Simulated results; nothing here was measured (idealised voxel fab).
process module | voxel trench capacitor
cross-section cut | 245 nm wide | cells 5 nm
A cross-section is a grid of square cells, given in bands from the top down. A band is one or more rows of cells.
Each band's line starts with the height of the band's top and of its bottom, in nm. Then come its materials from left to right, each with its width in nm. One material with "throughout" fills the band from edge to edge. "air" is empty space.
Height 0 is the level under which the wafer as received is all one material. The lowest band goes on downwards, as in "0 down".
A width such as "30 to 40" changes by the same amount from each row of cells to the next, from the band's top row to its bottom row.
"no change" after a step means that no cell of the cross-section changed.
closed voids: empty space of 8 cells or more with no open way to the top, each as width x height at its distance from the left edge, in nm
after a step's settings: what the simulator itself notes on the step
overlay nm, on a step with a mask: how far to the right of its planned place the mask lay; to the left if negative
plan
1 op RECEIVE | material Si
2 op CONFORMAL_DEP | material SiN | thk nm 5
3 op PATTERN | tone open | mask id TRENCH | material resist | width nm 30 | pitch nm 45 | thk nm 15 | overlay nm 0
4 op DIRECTIONAL_ETCH | etch materials SiN | depth nm 5
5 op DIRECTIONAL_ETCH | etch materials Si | depth nm 40
6 op STRIP | etch materials resist
7 op CONFORMAL_DEP | material HfO2 | thk nm 5
8 op CONFORMAL_DEP | material TiN | thk nm 5
9 op FILL_DEP | material W | thk nm 5
10 op CMP | height nm 5
first wafer, as planned
as received, after step 1
  0 down: Si throughout
  closed voids: none
after step 2
  5 to 0: SiN throughout
  below 0: unchanged
after step 3
  20 to 5: resist 40 | air 30 | resist 15 | air 30 | resist 15 | air 30 | resist 15 | air 30 | resist 40
  below 5: unchanged
after step 4
  20 to 5: resist 40 | air 30 | resist 15 | air 30 | resist 15 | air 30 | resist 15 | air 30 | resist 40
  5 to 0: SiN 40 | air 30 | SiN 15 | air 30 | SiN 15 | air 30 | SiN 15 | air 30 | SiN 40
  below 0: unchanged
after step 5
  20 to 5: resist 40 | air 30 | resist 15 | air 30 | resist 15 | air 30 | resist 15 | air 30 | resist 40
  5 to 0: SiN 40 | air 30 | SiN 15 | air 30 | SiN 15 | air 30 | SiN 15 | air 30 | SiN 40
  0 to -40: Si 40 | air 30 | Si 15 | air 30 | Si 15 | air 30 | Si 15 | air 30 | Si 40
  below -40: unchanged
after step 6
  5 to 0: SiN 40 | air 30 | SiN 15 | air 30 | SiN 15 | air 30 | SiN 15 | air 30 | SiN 40
  below 0: unchanged
after step 7
  10 to 5: HfO2 45 | air 20 | HfO2 25 | air 20 | HfO2 25 | air 20 | HfO2 25 | air 20 | HfO2 45
  5 to 0: SiN 40 | HfO2 5 | air 20 | HfO2 5 | SiN 15 | HfO2 5 | air 20 | HfO2 5 | SiN 15 | HfO2 5 | air 20 | HfO2 5 | SiN 15 | HfO2 5 | air 20 | HfO2 5 | SiN 40
  0 to -35: Si 40 | HfO2 5 | air 20 | HfO2 5 | Si 15 | HfO2 5 | air 20 | HfO2 5 | Si 15 | HfO2 5 | air 20 | HfO2 5 | Si 15 | HfO2 5 | air 20 | HfO2 5 | Si 40
  -35 to -40: Si 40 | HfO2 30 | Si 15 | HfO2 30 | Si 15 | HfO2 30 | Si 15 | HfO2 30 | Si 40
  below -40: unchanged
after step 8
  15 to 10: TiN 50 | air 10 | TiN 35 | air 10 | TiN 35 | air 10 | TiN 35 | air 10 | TiN 50
  10 to 5: HfO2 45 | TiN 5 | air 10 | TiN 5 | HfO2 25 | TiN 5 | air 10 | TiN 5 | HfO2 25 | TiN 5 | air 10 | TiN 5 | HfO2 25 | TiN 5 | air 10 | TiN 5 | HfO2 45
  5 to 0: SiN 40 | HfO2 5 | TiN 5 | air 10 | TiN 5 | HfO2 5 | SiN 15 | HfO2 5 | TiN 5 | air 10 | TiN 5 | HfO2 5 | SiN 15 | HfO2 5 | TiN 5 | air 10 | TiN 5 | HfO2 5 | SiN 15 | HfO2 5 | TiN 5 | air 10 | TiN 5 | HfO2 5 | SiN 40
  0 to -30: Si 40 | HfO2 5 | TiN 5 | air 10 | TiN 5 | HfO2 5 | Si 15 | HfO2 5 | TiN 5 | air 10 | TiN 5 | HfO2 5 | Si 15 | HfO2 5 | TiN 5 | air 10 | TiN 5 | HfO2 5 | Si 15 | HfO2 5 | TiN 5 | air 10 | TiN 5 | HfO2 5 | Si 40
  -30 to -35: Si 40 | HfO2 5 | TiN 20 | HfO2 5 | Si 15 | HfO2 5 | TiN 20 | HfO2 5 | Si 15 | HfO2 5 | TiN 20 | HfO2 5 | Si 15 | HfO2 5 | TiN 20 | HfO2 5 | Si 40
  below -35: unchanged
after step 9
  20 to 15: W throughout
  15 to 10: TiN 50 | W 10 | TiN 35 | W 10 | TiN 35 | W 10 | TiN 35 | W 10 | TiN 50
  10 to 5: HfO2 45 | TiN 5 | W 10 | TiN 5 | HfO2 25 | TiN 5 | W 10 | TiN 5 | HfO2 25 | TiN 5 | W 10 | TiN 5 | HfO2 25 | TiN 5 | W 10 | TiN 5 | HfO2 45
  5 to 0: SiN 40 | HfO2 5 | TiN 5 | W 10 | TiN 5 | HfO2 5 | SiN 15 | HfO2 5 | TiN 5 | W 10 | TiN 5 | HfO2 5 | SiN 15 | HfO2 5 | TiN 5 | W 10 | TiN 5 | HfO2 5 | SiN 15 | HfO2 5 | TiN 5 | W 10 | TiN 5 | HfO2 5 | SiN 40
  0 to -30: Si 40 | HfO2 5 | TiN 5 | W 10 | TiN 5 | HfO2 5 | Si 15 | HfO2 5 | TiN 5 | W 10 | TiN 5 | HfO2 5 | Si 15 | HfO2 5 | TiN 5 | W 10 | TiN 5 | HfO2 5 | Si 15 | HfO2 5 | TiN 5 | W 10 | TiN 5 | HfO2 5 | Si 40
  below -30: unchanged
after step 10
  5 to 0: SiN 40 | HfO2 5 | TiN 5 | W 10 | TiN 5 | HfO2 5 | SiN 15 | HfO2 5 | TiN 5 | W 10 | TiN 5 | HfO2 5 | SiN 15 | HfO2 5 | TiN 5 | W 10 | TiN 5 | HfO2 5 | SiN 15 | HfO2 5 | TiN 5 | W 10 | TiN 5 | HfO2 5 | SiN 40
  below 0: unchanged
second wafer: like start, like plan, one mistake. Through step 9 it matches the first wafer
when step 10 should have ended: no change
what went wrong: step 10 was left out
at the end the second wafer has, in cells: 33 more of HfO2 | 49 more of TiN | 65 more of W
